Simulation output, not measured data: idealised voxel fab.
process module | voxel gate over fins
We display cut, a cross-section 240 nm in width whose square cells are each 5 nm.
This document writes a cross-section as a grid whose cells are square, and gives it as bands, listed from the top down; one or more rows of cells form a band.
Heights first: top, then bottom, in nm. Then materials, left to right, each with a width in nm. "full width" on a single material: fills the band edge to edge. "air": empty space.
Beneath 0, the wafer as received is one material, and that level is where height counting begins. The lowest band goes on downward without a bottom; it is written like "0 down".
With a width like "30..40", each row of cells in the band differs from the next by the same amount, the top row carrying the first number and the bottom row the second.
"remains unaltered", as given for a step, is the statement that not any cell of the cross-section underwent a change during that step.
The entry "Trapped voids" lists the empty spaces that cover at least 8 cells and have no open path to the top. Each is written as width x height at distance, where the distance is measured from the left edge and all three values are in nm.
Note: text after step settings on the step line = simulator remark on that step.
overlay nm: right-of-plan distance of the mask on a masked step; negative values mean left-of-plan.
THESE ARE THE STEPS WE PLANNED FOR THE PROCESS
1) RECEIVE with material Si
2) CONFORMAL_DEP with material SiN, thk nm 10
3) DIRECTIONAL_DEP with material aC, thk nm 15
4) PATTERN with tone cover, mask id FINS, material resist, width nm 15, pitch nm 35, thk nm 30, overlay nm 0
5) DIRECTIONAL_ETCH with etch materials aC, depth nm 15
6) STRIP with etch materials resist
7) DIRECTIONAL_ETCH with etch materials SiN, depth nm 10
8) DIRECTIONAL_ETCH with etch materials Si, depth nm 35
9) STRIP with etch materials aC
10) OXIDIZE with depth nm 5
11) FILL_DEP with material SiO2, thk nm 5
12) CMP with height nm 10
13) SELECTIVE_ETCH with etch materials SiO2, depth nm 25
14) STRIP with etch materials SiN
15) CONFORMAL_DEP with material HfO2, thk nm 5
16) CONFORMAL_DEP with material TiN, thk nm 5
17) FILL_DEP with material W, thk nm 10
18) CMP with height nm 15
19) CONFORMAL_DEP with material SiN, thk nm 5
AS-RECEIVED WAFER CROSS-SECTION (AFTER STEP 1)
	0 down  Si full width
	Trapped voids: none
CROSS-SECTIONAL IMAGE OF THE FIRST OF TWO WAFERS AT THE END OF THE MODULE, THE RUN HAVING PROCEEDED AS PLANNED
	20 to 15  SiN full width
	15 to 10  W full width
	10 to 5  W=70; TiN=25; W=10; TiN=25; W=10; TiN=25; W=75
	5 to 0  W=70; TiN=5; HfO2=15; TiN=5; W=10; TiN=5; HfO2=15; TiN=5; W=10; TiN=5; HfO2=15; TiN=5; W=75
	0 to -5  W=70; TiN=5; HfO2=5; Si=5; HfO2=5; TiN=5; W=10; TiN=5; HfO2=5; Si=5; HfO2=5; TiN=5; W=10; TiN=5; HfO2=5; Si=5; HfO2=5; TiN=5; W=75
	-5 to -10  TiN=75; HfO2=5; Si=5; HfO2=5; TiN=20; HfO2=5; Si=5; HfO2=5; TiN=20; HfO2=5; Si=5; HfO2=5; TiN=80
	-10 to -15  HfO2=80; Si=5; HfO2=30; Si=5; HfO2=30; Si=5; HfO2=85
	-15 to -40  SiO2=80; Si=5; SiO2=30; Si=5; SiO2=30; Si=5; SiO2=85
	-40 down  Si full width
	Trapped voids: none
THIS CROSS-SECTION BELONGS TO THE SECOND WAFER OF TWO AT THE END OF THE MODULE; THE START AND THE PLAN WERE SHARED WITH THE FIRST, AND THE RUN INCLUDED ONE MISTAKE
	20 to 15  SiN full width
	15 to 10  W full width
	10 to 5  W=70; TiN=25; W=10; TiN=25; W=10; TiN=25; W=75
	5 to 0  W=70; TiN=5; HfO2=15; TiN=5; W=10; TiN=5; HfO2=15; TiN=5; W=10; TiN=5; HfO2=15; TiN=5; W=75
	0 to -5  W=70; TiN=5; HfO2=5; Si=5; HfO2=5; TiN=5; W=10; TiN=5; HfO2=5; Si=5; HfO2=5; TiN=5; W=10; TiN=5; HfO2=5; Si=5; HfO2=5; TiN=5; W=75
	-5 to -10  TiN=75; HfO2=5; Si=5; HfO2=5; TiN=20; HfO2=5; Si=5; HfO2=5; TiN=20; HfO2=5; Si=5; HfO2=5; TiN=80
	-10 to -15  HfO2=80; Si=5; HfO2=30; Si=5; HfO2=30; Si=5; HfO2=85
	-15 to -45  SiO2=80; Si=5; SiO2=30; Si=5; SiO2=30; Si=5; SiO2=85
	-45 down  Si full width
	Trapped voids: none
The mistake made against the process plan was this: step 8 ran with different settings than intended, the actual operation and settings being DIRECTIONAL_ETCH with etch materials Si, depth nm 40
FYI, end of process, the second wafer has more or fewer cells of some materials than the first: -45 Si; +45 SiO2
